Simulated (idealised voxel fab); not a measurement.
Title: Process Module voxel capacitor over wiring
Section shown: cut. Width: 250 nm. Cell size: 5 nm, square.
For the purposes of this document, a cross-section shall be understood as a grid of square cells, specified as bands listed in top-to-bottom order, each band consisting of one or more rows of cells.
It is stipulated that each band's entry specify, in nanometres, the height of the top of the band and then that of its bottom, followed by the materials of the band in left-to-right sequence, each together with its width in nanometres. A single material marked by the word "edge to edge" is understood to fill the band from edge to edge; the word "air" is understood to denote empty space.
Heights are expressed relative to 0, this being the level below which the as-received wafer comprises one material exclusively. The lowest band is unbounded in the downward direction and is denoted as in "0 nm and below".
Read "30 to 40" as a graded width: first number on top, second number at the bottom, same change between each pair of neighbouring rows.
No cell of the cross-section changed in a step that is given as "no alterations made".
Closed-off voids of 8+ cells (no open route to the top) go in "Voids, sealed", written width x height at distance from the left edge, in nm.
That trailing text on a step's line, after the settings, is the simulator's own remark on the step.
A step line may carry the setting "overlay nm", which, for steps involving a mask, states the distance by which the mask lay to the right of its intended position; negative values denote displacement to the left.
THESE ARE THE STEPS WE PLANNED FOR THE PROCESS
1: RECEIVE: material Si
2: CONFORMAL_DEP: material SiO2, thk nm 10
3: CONFORMAL_DEP: material SiN, thk nm 5
4: DIRECTIONAL_DEP: material lowk, thk nm 20
5: PATTERN: tone open, mask id METAL_1, material resist, width nm 20, pitch nm 90, thk nm 15, overlay nm 0
6: DIRECTIONAL_ETCH: etch materials lowk, depth nm 20
7: DIRECTIONAL_ETCH: etch materials SiN, depth nm 5
8: STRIP: etch materials resist
9: CONFORMAL_DEP: material TiN, thk nm 5
10: FILL_DEP: material Ru, thk nm 10
11: CMP: height nm 35
12: EPI: material Ru, thk nm 5
13: FILL_DEP: material SiCN, thk nm 5
14: DIRECTIONAL_DEP: material SiO2, thk nm 15
15: PATTERN: tone open, mask id PLUG_1, material resist, width nm 15, thk nm 15, overlay nm 0
16: DIRECTIONAL_ETCH: etch materials SiO2, depth nm 15
17: DIRECTIONAL_ETCH: etch materials SiCN, depth nm 5
18: STRIP: etch materials resist
19: EPI: material Ru, thk nm 10
20: EPI: material Ru, thk nm 10
21: DIRECTIONAL_DEP: material TiN, thk nm 10
22: DIRECTIONAL_DEP: material SiN, thk nm 5
23: DIRECTIONAL_DEP: material TiN, thk nm 10
24: PATTERN: tone cover, mask id UPPER_PLATE, material resist, width nm 75, thk nm 20, overlay nm 0
25: DIRECTIONAL_ETCH: etch materials TiN, depth nm 10
26: DIRECTIONAL_ETCH: etch materials SiN, depth nm 5
27: STRIP: etch materials resist
28: PATTERN: tone cover, mask id LOWER_PLATE, material resist, width nm 85, thk nm 15, overlay nm 0
29: DIRECTIONAL_ETCH: etch materials TiN, depth nm 10
30: STRIP: etch materials resist
31: FILL_DEP: material SiO2, thk nm 15
32: CMP: height nm 95
33: PATTERN: tone open, mask id PLUG_2, material resist, width nm 15, thk nm 15, overlay nm 0
34: DIRECTIONAL_ETCH: etch materials SiO2, depth nm 10
35: STRIP: etch materials resist
36: CONFORMAL_DEP: material TiN, thk nm 5
37: FILL_DEP: material Ru, thk nm 5
38: CMP: height nm 95
39: CONFORMAL_DEP: material SiN, thk nm 5
CROSS-SECTION OF THE WAFER AS IT CAME TO US, I.E., ALREADY THROUGH STEP 1
- 0 nm and below | Si edge to edge
- Voids, sealed: none
FINAL WAFER PROFILE IN CROSS-SECTION AFTER THE MODULE, FROM THE SAME START AND PLAN AS ABOVE, WITH ONE MISTAKE MADE DURING PROCESSING
- 100 nm to 95 nm | SiN edge to edge
- 95 nm to 90 nm | 85 nm SiO2, then 5 nm TiN, then 5 nm Ru, then 5 nm TiN, then 150 nm SiO2
- 90 nm to 85 nm | 85 nm SiO2, then 15 nm TiN, then 150 nm SiO2
- 85 nm to 75 nm | 70 nm SiO2, then 5 nm TiN, then 75 nm SiO2, then 5 nm TiN, then 95 nm SiO2
- 75 nm to 70 nm | 75 nm SiN, then 75 nm SiO2, then 100 nm SiN
- 70 nm to 60 nm | TiN edge to edge
- 60 nm to 45 nm | 75 nm SiO2, then 15 nm Ru, then 160 nm SiO2
- 45 nm to 40 nm | 75 nm SiCN, then 15 nm Ru, then 160 nm SiCN
- 40 nm to 35 nm | 65 nm SiCN, then 30 nm Ru, then 60 nm SiCN, then 30 nm Ru, then 65 nm SiCN
- 35 nm to 15 nm | 70 nm lowk, then 5 nm TiN, then 10 nm Ru, then 5 nm TiN, then 70 nm lowk, then 5 nm TiN, then 10 nm Ru, then 5 nm TiN, then 70 nm lowk
- 15 nm to 10 nm | 70 nm SiN, then 20 nm TiN, then 70 nm SiN, then 20 nm TiN, then 70 nm SiN
- 10 nm to 0 nm | SiO2 edge to edge
- 0 nm and below | Si edge to edge
- Voids, sealed: none
What went wrong in running the wafer? planned and actual differ for step 24; actual: PATTERN: tone open, mask id UPPER_PLATE, material resist, width nm 75, thk nm 20, overlay nm 0
